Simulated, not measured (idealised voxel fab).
Documented hereafter: the process module known as voxel ribs on slabs.
Shown is cross-section cut, with a width of 155 nm and square cells of size 5 nm.
Format of a cross-section: grid, square cells. Given as bands. Order: top down. Band: one or more rows of cells. A band entry consists of two parts. The first gives the height of the band's top and the height of its bottom, in nm. The rest lists the band's materials from left to right, each with its width in nm. A single material labelled with the word "all across" fills the band from edge to edge, and the word "empty" marks empty space. Beneath 0, the wafer as received is one material, and that level is where height counting begins. The lowest band goes on downward without a bottom; it is written like "0 and below". Top row gets the first number, bottom row gets the second, and each row in between changes by the same step: that is how a band width like "30..40" works. Basically "no modification" means that step didn't change any cell in the cross-section. So "Closed cavities" is basically the list of trapped voids: any empty space of 8 cells or more that can't reach the top through an opening. They're written width x height at distance, the distance being from the left edge, and it's all nm. On a step's line, text after the settings is the simulator commenting on that step. overlay nm: step with mask; distance mask lay right of planned place; negative value = left of planned place.
Process steps (planned)
1) RECEIVE | material Si
2) DIRECTIONAL_DEP | material SiO2 | thk nm 20
3) DIRECTIONAL_DEP | material polySi | thk nm 25
4) MASKED_ETCH | tone cover | mask id RIB | width nm 20 | etch materials polySi | depth nm 20 | overlay nm 0
5) MASKED_ETCH | tone cover | mask id SLAB | width nm 70 | etch materials polySi | depth nm 5 | overlay nm 0
6) FILL_DEP | material SiO2 | thk nm 20
7) CMP | height nm 55
8) DIRECTIONAL_DEP | material TiN | thk nm 10
9) PATTERN | tone cover | mask id HEATER | material resist | width nm 30 | thk nm 20 | overlay nm 0
10) DIRECTIONAL_ETCH | etch materials TiN | depth nm 10
11) STRIP | etch materials resist
12) CONFORMAL_DEP | material SiO2 | thk nm 5
Incoming wafer in cross-section (state: after step 1)
* 0 and below = Si all across
* Closed cavities: none
Cross-section: first of two wafers, module finished, run according to plan
* 70 down to 65 = empty 55 | SiO2 40 | empty 60
* 65 down to 60 = empty 55 | SiO2 5 | TiN 30 | SiO2 5 | empty 60
* 60 down to 55 = SiO2 60 | TiN 30 | SiO2 65
* 55 down to 45 = SiO2 all across
* 45 down to 25 = SiO2 65 | polySi 20 | SiO2 70
* 25 down to 20 = SiO2 40 | polySi 70 | SiO2 45
* 20 down to 0 = SiO2 all across
* 0 and below = Si all across
* Closed cavities: none
Second wafer through the module, sectioned at the end: same beginning and same plan as the first wafer, with one mistake in carrying it out
* 70 down to 65 = empty 55 | SiO2 40 | empty 60
* 65 down to 60 = empty 55 | SiO2 5 | TiN 30 | SiO2 5 | empty 60
* 60 down to 55 = SiO2 60 | TiN 30 | SiO2 65
* 55 down to 45 = SiO2 65 | polySi 20 | SiO2 70
* 45 down to 40 = SiO2 40 | polySi 70 | SiO2 45
* 40 down to 0 = SiO2 all across
* 0 and below = Si all across
* Closed cavities: none
Plan not followed: twice, step 2 of the plan was run
Heads up, by the end the second wafer has more or fewer cells of some materials compared to the first: SiO2 +8, polySi -8
